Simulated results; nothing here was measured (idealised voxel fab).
Name of the process module below: voxel self aligned vias
Each square cell in cross-section cut measures 5 nm, and the section as a whole is 185 nm wide.
When this document writes out a cross-section, it uses a grid of square cells and lists it as bands, beginning at the top and moving down, with a band standing for one or more rows of cells. Heights first: top, then bottom, in nm. Then materials, left to right, each with a width in nm. "throughout" on a single material: fills the band edge to edge. "blank": empty space. It should be noted that heights are counted from 0, beneath which the wafer as supplied is of one material throughout, and that the lowest band possesses no lower boundary but continues downward, as written in "0 down". When a width is written as two numbers, as in "30 to 40", the first number is the width in the top row of cells of the band and the second is the width in its bottom row, and the width changes by the same amount from each row to the next. Given "nothing altered" for a step, no cell of the cross-section differs between before and after that step. This entry, "Enclosed void inventory", enumerates those empty regions of no fewer than 8 cells that possess no open connection to the top. Each region is reported in the form width x height at distance, the distance being taken from the left edge, with all three quantities expressed in nm. Past the settings on a step's line: simulator remark, on that step. For masked steps, "overlay nm" on the step line gives how far right of plan the mask actually lay; a minus sign means it lay to the left.
-- The planned process steps are enumerated hereunder
step 1: RECEIVE with material Si
step 2: CONFORMAL_DEP with material SiO2, thk nm 15
step 3: CONFORMAL_DEP with material SiCN, thk nm 5
step 4: DIRECTIONAL_DEP with material lowk, thk nm 30
step 5: DIRECTIONAL_DEP with material aC, thk nm 10
step 6: PATTERN with tone open, mask id LINES, material resist, width nm 25, pitch nm 55, thk nm 30, overlay nm 0
step 7: DIRECTIONAL_ETCH with etch materials aC, depth nm 10
step 8: STRIP with etch materials resist
step 9: DIRECTIONAL_ETCH with etch materials lowk, depth nm 30
step 10: STRIP with etch materials aC
step 11: CONFORMAL_DEP with material TiN, thk nm 5
step 12: FILL_DEP with material Ru, thk nm 5
step 13: CMP with height nm 50
step 14: SELECTIVE_ETCH with etch materials W Ru TiN, depth nm 5
step 15: FILL_DEP with material SiN, thk nm 10
step 16: CMP with height nm 50
step 17: DIRECTIONAL_DEP with material lowk, thk nm 15
step 18: PATTERN with tone open, mask id VIAS, material resist, width nm 35, pitch nm 55, thk nm 15, overlay nm 0
step 19: DIRECTIONAL_ETCH with etch materials lowk, depth nm 15
step 20: DIRECTIONAL_ETCH with etch materials SiN, depth nm 5
step 21: STRIP with etch materials resist
step 22: CONFORMAL_DEP with material TiN, thk nm 5
step 23: FILL_DEP with material W, thk nm 10
step 24: CMP with height nm 65
step 25: CONFORMAL_DEP with material SiCN, thk nm 5
-- First of two wafers, processed according to plan
-- Incoming wafer, cross-sectional view, post step 1
- 0 down: Si throughout
- Enclosed void inventory: none
-- The wafer, seen in cross-section, after step 2
- 15 to 0: SiO2 throughout
- Lower than 0, everything is as it was.
-- The wafer, seen in cross-section, after step 3
- 20 to 15: SiCN throughout
- Lower than 15, everything is as it was.
-- The wafer, seen in cross-section, after step 4
- 50 to 20: lowk throughout
- Lower than 20, everything is as it was.
-- The wafer, seen in cross-section, after step 5
- 60 to 50: aC throughout
- Lower than 50, everything is as it was.
-- The wafer, seen in cross-section, after step 6
- 90 to 60: resist=25; blank=25; resist=30; blank=25; resist=30; blank=25; resist=25
- Lower than 60, everything is as it was.
-- The wafer, seen in cross-section, after step 7
- 80 to 60: resist=25; blank=25; resist=30; blank=25; resist=30; blank=25; resist=25
- 60 to 50: aC=25; blank=25; aC=30; blank=25; aC=30; blank=25; aC=25
- Lower than 50, everything is as it was.
-- The wafer, seen in cross-section, after step 8
- 60 to 50: aC=25; blank=25; aC=30; blank=25; aC=30; blank=25; aC=25
- Lower than 50, everything is as it was.
-- The wafer, seen in cross-section, after step 9
- 60 to 50: aC=25; blank=25; aC=30; blank=25; aC=30; blank=25; aC=25
- 50 to 20: lowk=25; blank=25; lowk=30; blank=25; lowk=30; blank=25; lowk=25
- Lower than 20, everything is as it was.
-- The wafer, seen in cross-section, after step 10
- 50 to 20: lowk=25; blank=25; lowk=30; blank=25; lowk=30; blank=25; lowk=25
- Lower than 20, everything is as it was.
-- The wafer, seen in cross-section, after step 11
- 55 to 50: TiN=30; blank=15; TiN=40; blank=15; TiN=40; blank=15; TiN=30
- 50 to 25: lowk=25; TiN=5; blank=15; TiN=5; lowk=30; TiN=5; blank=15; TiN=5; lowk=30; TiN=5; blank=15; TiN=5; lowk=25
- 25 to 20: lowk=25; TiN=25; lowk=30; TiN=25; lowk=30; TiN=25; lowk=25
- Lower than 20, everything is as it was.
-- The wafer, seen in cross-section, after step 12
- 60 to 55: Ru throughout
- 55 to 50: TiN=30; Ru=15; TiN=40; Ru=15; TiN=40; Ru=15; TiN=30
- 50 to 25: lowk=25; TiN=5; Ru=15; TiN=5; lowk=30; TiN=5; Ru=15; TiN=5; lowk=30; TiN=5; Ru=15; TiN=5; lowk=25
- Lower than 25, everything is as it was.
-- The wafer, seen in cross-section, after step 13
- 50 to 25: lowk=25; TiN=5; Ru=15; TiN=5; lowk=30; TiN=5; Ru=15; TiN=5; lowk=30; TiN=5; Ru=15; TiN=5; lowk=25
- Lower than 25, everything is as it was.
-- The wafer, seen in cross-section, after step 14
- 50 to 45: lowk=25; blank=25; lowk=30; blank=25; lowk=30; blank=25; lowk=25
- Lower than 45, everything is as it was.
-- The wafer, seen in cross-section, after step 15
- 60 to 50: SiN throughout
- 50 to 45: lowk=25; SiN=25; lowk=30; SiN=25; lowk=30; SiN=25; lowk=25
- Lower than 45, everything is as it was.
-- The wafer, seen in cross-section, after step 16
- 50 to 45: lowk=25; SiN=25; lowk=30; SiN=25; lowk=30; SiN=25; lowk=25
- Lower than 45, everything is as it was.
-- The wafer, seen in cross-section, after step 17
- 65 to 50: lowk throughout
- Lower than 50, everything is as it was.
-- The wafer, seen in cross-section, after step 18
- 80 to 65: resist=20; blank=35; resist=20; blank=35; resist=20; blank=35; resist=20
- Lower than 65, everything is as it was.
-- The wafer, seen in cross-section, after step 19
- 80 to 65: resist=20; blank=35; resist=20; blank=35; resist=20; blank=35; resist=20
- 65 to 50: lowk=20; blank=35; lowk=20; blank=35; lowk=20; blank=35; lowk=20
- Lower than 50, everything is as it was.
-- The wafer, seen in cross-section, after step 20
- 80 to 65: resist=20; blank=35; resist=20; blank=35; resist=20; blank=35; resist=20
- 65 to 50: lowk=20; blank=35; lowk=20; blank=35; lowk=20; blank=35; lowk=20
- 50 to 45: lowk=25; blank=25; lowk=30; blank=25; lowk=30; blank=25; lowk=25
- Lower than 45, everything is as it was.
-- The wafer, seen in cross-section, after step 21
- 65 to 50: lowk=20; blank=35; lowk=20; blank=35; lowk=20; blank=35; lowk=20
- Lower than 50, everything is as it was.
-- The wafer, seen in cross-section, after step 22
- 70 to 65: TiN=25; blank=25; TiN=30; blank=25; TiN=30; blank=25; TiN=25
- 65 to 55: lowk=20; TiN=5; blank=25; TiN=5; lowk=20; TiN=5; blank=25; TiN=5; lowk=20; TiN=5; blank=25; TiN=5; lowk=20
- 55 to 50: lowk=20; TiN=10; blank=15; TiN=10; lowk=20; TiN=10; blank=15; TiN=10; lowk=20; TiN=10; blank=15; TiN=10; lowk=20
- 50 to 45: lowk=25; TiN=25; lowk=30; TiN=25; lowk=30; TiN=25; lowk=25
- Lower than 45, everything is as it was.
-- The wafer, seen in cross-section, after step 23
- 80 to 70: W throughout
- 70 to 65: TiN=25; W=25; TiN=30; W=25; TiN=30; W=25; TiN=25
- 65 to 55: lowk=20; TiN=5; W=25; TiN=5; lowk=20; TiN=5; W=25; TiN=5; lowk=20; TiN=5; W=25; TiN=5; lowk=20
- 55 to 50: lowk=20; TiN=10; W=15; TiN=10; lowk=20; TiN=10; W=15; TiN=10; lowk=20; TiN=10; W=15; TiN=10; lowk=20
- Lower than 50, everything is as it was.
-- The wafer, seen in cross-section, after step 24
- 65 to 55: lowk=20; TiN=5; W=25; TiN=5; lowk=20; TiN=5; W=25; TiN=5; lowk=20; TiN=5; W=25; TiN=5; lowk=20
- Lower than 55, everything is as it was.
-- The wafer, seen in cross-section, after step 25
- 70 to 65: SiCN throughout
- Lower than 65, everything is as it was.
-- Here the second wafer is described. Its start and its plan were those of the first wafer. Its run contained one mistake. Up to and including step 22, it did exactly what the first wafer did
-- What the second wafer looks like in cross-section when step 23 should have wrapped up
- 80 to 70: SiN throughout
- 70 to 65: TiN=25; SiN=25; TiN=30; SiN=25; TiN=30; SiN=25; TiN=25
- 65 to 55: lowk=20; TiN=5; SiN=25; TiN=5; lowk=20; TiN=5; SiN=25; TiN=5; lowk=20; TiN=5; SiN=25; TiN=5; lowk=20
- 55 to 50: lowk=20; TiN=10; SiN=15; TiN=10; lowk=20; TiN=10; SiN=15; TiN=10; lowk=20; TiN=10; SiN=15; TiN=10; lowk=20
- Lower than 50, everything is as it was.
-- What the second wafer looks like in cross-section when step 24 should have wrapped up
- 65 to 55: lowk=20; TiN=5; SiN=25; TiN=5; lowk=20; TiN=5; SiN=25; TiN=5; lowk=20; TiN=5; SiN=25; TiN=5; lowk=20
- Lower than 55, everything is as it was.
-- What the second wafer looks like in cross-section when step 25 should have wrapped up
- 70 to 65: SiCN throughout
- Lower than 65, everything is as it was.
Heads up, the wafer didn't run the way we planned it: step 23 went in with a setting other than planned; the actual run was FILL_DEP with material SiN, thk nm 10
Final difference in cells, second wafer against first, listed per material as more or fewer: SiN +39; W -39
